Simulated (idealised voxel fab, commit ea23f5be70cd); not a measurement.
You're looking at the process module voxel wiring stack.
Pictured: cross-section cut, 280 nm wide, on a grid of 5 nm square cells.
This document writes a cross-section as a grid whose cells are square, and gives it as bands, listed from the top down; one or more rows of cells form a band. Heights first: top, then bottom, in nm. Then materials, left to right, each with a width in nm. "full width" on a single material: fills the band edge to edge. "blank": empty space. Height is counted from the level 0, under which the received wafer is composed throughout of one material. The lowest of the bands is not closed at the bottom but continues downward, in the notation "0 down". Graded width ("30 to 40"): value in top row of band = first number; value in bottom row = second number; row-to-row change constant. Where the words "no modification" appear for a step, the cross-section shows no cell changed by that step; every cell remained as before. The list in "Fully sealed voids" covers empty spaces of 8 cells or more that cannot reach the top through any open way, and it gives each as width x height at distance; the distance is from the left edge, and width, height and distance are in nm. That trailing text on a step's line, after the settings, is the simulator's own remark on the step. overlay nm, on a step with a mask: how far to the right of its planned place the mask lay; to the left if negative.
These are the steps we planned for the process
1 RECEIVE,material Si
2 CONFORMAL_DEP,material SiO2,thk nm 10
3 DIRECTIONAL_DEP,material TiN,thk nm 5
4 DIRECTIONAL_DEP,material W,thk nm 15
5 MASKED_ETCH,tone cover,mask id METAL_1,width nm 20,pitch nm 40,etch materials W,depth nm 15,overlay nm 0
6 MASKED_ETCH,tone cover,mask id METAL_1,width nm 20,pitch nm 40,etch materials TiN,depth nm 5,overlay nm 0
7 CONFORMAL_DEP,material SiCN,thk nm 5
8 FILL_DEP,material lowk,thk nm 5
9 CMP,height nm 30
10 CONFORMAL_DEP,material SiCN,thk nm 5
11 DIRECTIONAL_DEP,material lowk,thk nm 25
12 DIRECTIONAL_DEP,material aC,thk nm 10
13 PATTERN,tone open,mask id METAL_2_HOLES,material resist,width nm 15,pitch nm 80,thk nm 30,overlay nm 0
14 DIRECTIONAL_ETCH,etch materials aC,depth nm 10
15 STRIP,etch materials resist
16 DIRECTIONAL_ETCH,etch materials lowk,depth nm 25
17 STRIP,etch materials aC
18 PATTERN,tone open,mask id METAL_2,material resist,width nm 20,pitch nm 40,thk nm 15,overlay nm 0
19 DIRECTIONAL_ETCH,etch materials lowk,depth nm 15
20 DIRECTIONAL_ETCH,etch materials SiCN,depth nm 5
21 STRIP,etch materials resist
22 CONFORMAL_DEP,material TiN,thk nm 5
23 FILL_DEP,material Ru,thk nm 10
24 CMP,height nm 60
25 CONFORMAL_DEP,material SiCN,thk nm 5
Delivered wafer in cross-section: state after step 1
* 0 down  Si full width
* Fully sealed voids: none
Cross-section at module end, one run error; start and plan unchanged from above
* 65 to 60  SiCN full width
* 60 to 50  lowk=70, TiN=5, Ru=10, TiN=5, lowk=20, TiN=5, Ru=10, TiN=5, lowk=20, TiN=5, Ru=10, TiN=5, lowk=20, TiN=5, Ru=10, TiN=5, lowk=70
* 50 to 45  lowk=70, TiN=5, Ru=5, TiN=10, lowk=20, TiN=20, lowk=20, TiN=5, Ru=5, TiN=10, lowk=20, TiN=20, lowk=70
* 45 to 35  lowk=70, TiN=5, Ru=5, TiN=5, lowk=65, TiN=5, Ru=5, TiN=5, lowk=115
* 35 to 30  SiCN=70, TiN=15, SiCN=65, TiN=15, SiCN=115
* 30 to 20  lowk=65, SiCN=5, W=20, SiCN=5, lowk=10, SiCN=5, W=20, SiCN=5, lowk=10, SiCN=5, W=20, SiCN=5, lowk=10, SiCN=5, W=20, SiCN=5, lowk=65
* 20 to 15  lowk=55, SiCN=15, W=20, SiCN=20, W=20, SiCN=20, W=20, SiCN=20, W=20, SiCN=5, lowk=65
* 15 to 10  SiCN=60, TiN=30, SiCN=10, TiN=30, SiCN=10, TiN=30, SiCN=10, TiN=30, SiCN=70
* 10 to 0  SiO2 full width
* 0 down  Si full width
* Fully sealed voids: none
What was the processing mistake? rather than as planned, step 6 actually ran as MASKED_ETCH,tone cover,mask id METAL_1,width nm 20,pitch nm 40,etch materials TiN,depth nm 5,overlay nm -10
